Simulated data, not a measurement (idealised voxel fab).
Module name: voxel released beams (process module)
Cross-sectional view cut (width: 265 nm; square cell size: 5 nm).
Each cross-section below is a grid of square cells, stated as bands in top-down order, with one or more rows of cells making up each band.
Each band's line starts with the height of the band's top and of its bottom, in nm. Then come its materials from left to right, each with its width in nm. One material with "all across" fills the band from edge to edge. "blank" is empty space.
Heights are expressed relative to 0, this being the level below which the as-received wafer comprises one material exclusively. The lowest band is unbounded in the downward direction and is denoted as in "z 0 and below".
With a width like "30..40", each row of cells in the band differs from the next by the same amount, the top row carrying the first number and the bottom row the second.
What does "nothing different" mean for a step? It means no cell of the cross-section changed in that step.
Closed-off voids of 8+ cells (no open route to the top) go in "Enclosed void entries", written width x height at distance from the left edge, in nm.
after a step's settings: what the simulator itself notes on the step
The line of a step may include "overlay nm". On a step with a mask, this value is how far to the right of its planned place the mask lay. A negative value means the mask lay to the left.
**Process steps (planned)**
1. RECEIVE,material Si
2. CONFORMAL_DEP,material SiN,thk nm 10
3. DIRECTIONAL_DEP,material SiO2,thk nm 15
4. DIRECTIONAL_DEP,material aC,thk nm 15
5. PATTERN,tone open,mask id ANCHOR,material resist,width nm 25,thk nm 35,overlay nm 0
6. DIRECTIONAL_ETCH,etch materials aC,depth nm 15
7. STRIP,etch materials resist
8. DIRECTIONAL_ETCH,etch materials SiO2,depth nm 15
9. STRIP,etch materials aC
10. CONFORMAL_DEP,material polySi,thk nm 10
11. PATTERN,tone cover,mask id BEAM,material resist,width nm 70,thk nm 20,overlay nm 0
12. DIRECTIONAL_ETCH,etch materials polySi,depth nm 10
13. STRIP,etch materials resist
14. STRIP,etch materials SiO2
**Incoming wafer, cross-sectional view, post step 1**
  z 0 and below: Si all across
  Enclosed void entries: none
**As-planned run: cross-section of the first of two wafers at end of module**
  z 35 to 25: 95 nm blank  15 nm polySi  5 nm blank  50 nm polySi  100 nm blank
  z 25 to 20: 100 nm blank  10 nm polySi  5 nm blank  10 nm polySi  140 nm blank
  z 20 to 10: 100 nm blank  25 nm polySi  140 nm blank
  z 10 to 0: SiN all across
  z 0 and below: Si all across
  Enclosed void entries: none
**Presented here is a cross-section of the second of the two wafers as it stood at the end of the module. It was started in the same manner and assigned the same plan as the first wafer; however, one mistake was made in its execution**
  z 25 to 15: 95 nm blank  15 nm polySi  5 nm blank  50 nm polySi  100 nm blank
  z 15 to 10: 100 nm blank  10 nm polySi  5 nm blank  10 nm polySi  140 nm blank
  z 10 to 0: 100 nm blank  25 nm polySi  140 nm blank
  z 0 and below: Si all across
  Enclosed void entries: none
Run error: step 2 from the plan never happened, it was just skipped
Final wafer comparison in cells, second versus first, more or fewer per material: 106 fewer of SiN
